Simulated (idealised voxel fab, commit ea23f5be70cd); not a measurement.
Process module name: voxel fin reveal
185 nm wide, 5 nm square cells: that's cross-section cut.
Format of a cross-section: grid, square cells. Given as bands. Order: top down. Band: one or more rows of cells. Top height, bottom height, nm. Materials left to right, width each, nm. Single material + "full width" = fills band edge to edge. "air" = empty. Heights from 0 (as-received wafer is one material below). Bottom band endless downward, as "0 down". A two-number width, for instance "30 to 40", indicates that the width is equal to the first number in the top row of the band and to the second number in the bottom row, and that it changes by a constant amount per row of cells. The cross-section has no changed cell in any step marked "remained unchanged". So "Voids lacking openings" is basically the list of trapped voids: any empty space of 8 cells or more that can't reach the top through an opening. They're written width x height at distance, the distance being from the left edge, and it's all nm. What comes after the settings on a step's line is commentary from the simulator itself on that step. The line of a step may include "overlay nm". On a step with a mask, this value is how far to the right of its planned place the mask lay. A negative value means the mask lay to the left.
[Here's what the planned process steps look like]
| 1 | RECEIVE [material Si] |
| 2 | CONFORMAL_DEP [material SiN] [thk nm 5] |
| 3 | DIRECTIONAL_DEP [material aC] [thk nm 15] |
| 4 | PATTERN [tone cover] [mask id FINS] [material resist] [width nm 15] [pitch nm 45] [thk nm 35] [overlay nm 0] |
| 5 | DIRECTIONAL_ETCH [etch materials aC] [depth nm 15] |
| 6 | STRIP [etch materials resist] |
| 7 | DIRECTIONAL_ETCH [etch materials SiN] [depth nm 5] |
| 8 | DIRECTIONAL_ETCH [etch materials Si] [depth nm 35] |
| 9 | STRIP [etch materials aC] |
| 10 | OXIDIZE [depth nm 5] |
| 11 | FILL_DEP [material SiO2] [thk nm 10] |
| 12 | CMP [height nm 5] |
| 13 | SELECTIVE_ETCH [etch materials SiO2] [depth nm 20] |
| 14 | STRIP [etch materials SiN] |
| 15 | CONFORMAL_DEP [material SiO2] [thk nm 5] |
[Wafer at receipt (post step 1), cross-section]
- 0 down | Si full width
- Voids lacking openings: none
[First wafer of two, sectioned at end of module; run went per plan]
- 5 to 0 | air 60 / SiO2 15 / air 30 / SiO2 15 / air 65
- 0 to -10 | air 60 / SiO2 5 / Si 5 / SiO2 5 / air 30 / SiO2 5 / Si 5 / SiO2 5 / air 65
- -10 to -40 | SiO2 65 / Si 5 / SiO2 40 / Si 5 / SiO2 70
- -40 down | Si full width
- Voids lacking openings: none
[What the second wafer looks like in cross-section once the module is done. Its start and its plan matched the first wafer's exactly; what differed was one mistake in how it was run]
- 0 to -15 | air 65 / Si 5 / air 40 / Si 5 / air 70
- -15 to -40 | SiO2 65 / Si 5 / SiO2 40 / Si 5 / SiO2 70
- -40 down | Si full width
- Voids lacking openings: none
What broke from the plan during processing? step 15 of the plan: omitted, not performed
It is noted that, at the conclusion of processing, the second wafer exhibits a higher or lower cell count for certain materials relative to the first: 49 fewer of SiO2
